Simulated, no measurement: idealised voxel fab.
process module | voxel gate over fins
cross-section cut | 175 nm wide | cells 5 nm
A cross-section is a grid of square cells, given in bands from the top down. A band is one or more rows of cells.
Each band's line starts with the height of the band's top and of its bottom, in nm. Then come its materials from left to right, each with its width in nm. One material with "throughout" fills the band from edge to edge. "air" is empty space.
Height 0 is the level under which the wafer as received is all one material. The lowest band goes on downwards, as in "0 down".
A width such as "30 to 40" changes by the same amount from each row of cells to the next, from the band's top row to its bottom row.
"no change" after a step means that no cell of the cross-section changed.
closed voids: empty space of 8 cells or more with no open way to the top, each as width x height at its distance from the left edge, in nm
after a step's settings: what the simulator itself notes on the step
overlay nm, on a step with a mask: how far to the right of its planned place the mask lay; to the left if negative
plan
1 op RECEIVE | material Si
2 op CONFORMAL_DEP | material SiN | thk nm 5
3 op DIRECTIONAL_DEP | material aC | thk nm 10
4 op PATTERN | tone cover | mask id FINS | material resist | width nm 15 | pitch nm 40 | thk nm 25 | overlay nm 0
5 op DIRECTIONAL_ETCH | etch materials aC | depth nm 10
6 op STRIP | etch materials resist
7 op DIRECTIONAL_ETCH | etch materials SiN | depth nm 5
8 op DIRECTIONAL_ETCH | etch materials Si | depth nm 40
9 op STRIP | etch materials aC
10 op FILL_DEP | material SiO2 | thk nm 5
11 op CMP | height nm 5
12 op SELECTIVE_ETCH | etch materials SiO2 | depth nm 20
13 op STRIP | etch materials SiN
14 op CONFORMAL_DEP | material HfO2 | thk nm 5
15 op CONFORMAL_DEP | material TiN | thk nm 5
16 op FILL_DEP | material W | thk nm 15
17 op CMP | height nm 20
18 op CONFORMAL_DEP | material SiN | thk nm 5
as received, after step 1
  0 down: Si throughout
  closed voids: none
first wafer at the end, as planned
  25 to 20: SiN throughout
  20 to 10: W throughout
  10 to 5: W 10 | TiN 35 | W 5 | TiN 35 | W 5 | TiN 35 | W 5 | TiN 35 | W 10
  5 to 0: W 10 | TiN 5 | HfO2 25 | TiN 5 | W 5 | TiN 5 | HfO2 25 | TiN 5 | W 5 | TiN 5 | HfO2 25 | TiN 5 | W 5 | TiN 5 | HfO2 25 | TiN 5 | W 10
  0 to -5: W 10 | TiN 5 | HfO2 5 | Si 15 | HfO2 5 | TiN 5 | W 5 | TiN 5 | HfO2 5 | Si 15 | HfO2 5 | TiN 5 | W 5 | TiN 5 | HfO2 5 | Si 15 | HfO2 5 | TiN 5 | W 5 | TiN 5 | HfO2 5 | Si 15 | HfO2 5 | TiN 5 | W 10
  -5 to -10: TiN 15 | HfO2 5 | Si 15 | HfO2 5 | TiN 15 | HfO2 5 | Si 15 | HfO2 5 | TiN 15 | HfO2 5 | Si 15 | HfO2 5 | TiN 15 | HfO2 5 | Si 15 | HfO2 5 | TiN 15
  -10 to -15: HfO2 20 | Si 15 | HfO2 25 | Si 15 | HfO2 25 | Si 15 | HfO2 25 | Si 15 | HfO2 20
  -15 to -40: SiO2 20 | Si 15 | SiO2 25 | Si 15 | SiO2 25 | Si 15 | SiO2 25 | Si 15 | SiO2 20
  -40 down: Si throughout
  closed voids: none
second wafer at the end: like start, like plan, one mistake
  25 to 20: SiN throughout
  20 to 10: W throughout
  10 to 5: W 10 | TiN 35 | W 5 | TiN 35 | W 5 | TiN 35 | W 5 | TiN 35 | W 10
  5 to 0: W 10 | TiN 5 | SiO2 25 | TiN 5 | W 5 | TiN 5 | SiO2 25 | TiN 5 | W 5 | TiN 5 | SiO2 25 | TiN 5 | W 5 | TiN 5 | SiO2 25 | TiN 5 | W 10
  0 to -5: W 10 | TiN 5 | SiO2 5 | Si 15 | SiO2 5 | TiN 5 | W 5 | TiN 5 | SiO2 5 | Si 15 | SiO2 5 | TiN 5 | W 5 | TiN 5 | SiO2 5 | Si 15 | SiO2 5 | TiN 5 | W 5 | TiN 5 | SiO2 5 | Si 15 | SiO2 5 | TiN 5 | W 10
  -5 to -10: TiN 15 | SiO2 5 | Si 15 | SiO2 5 | TiN 15 | SiO2 5 | Si 15 | SiO2 5 | TiN 15 | SiO2 5 | Si 15 | SiO2 5 | TiN 15 | SiO2 5 | Si 15 | SiO2 5 | TiN 15
  -10 to -40: SiO2 20 | Si 15 | SiO2 25 | Si 15 | SiO2 25 | Si 15 | SiO2 25 | Si 15 | SiO2 20
  -40 down: Si throughout
  closed voids: none
what went wrong: step 14 ran as: op CONFORMAL_DEP | material SiO2 | thk nm 5
at the end the second wafer has, in cells: 59 fewer of HfO2 | 59 more of SiO2
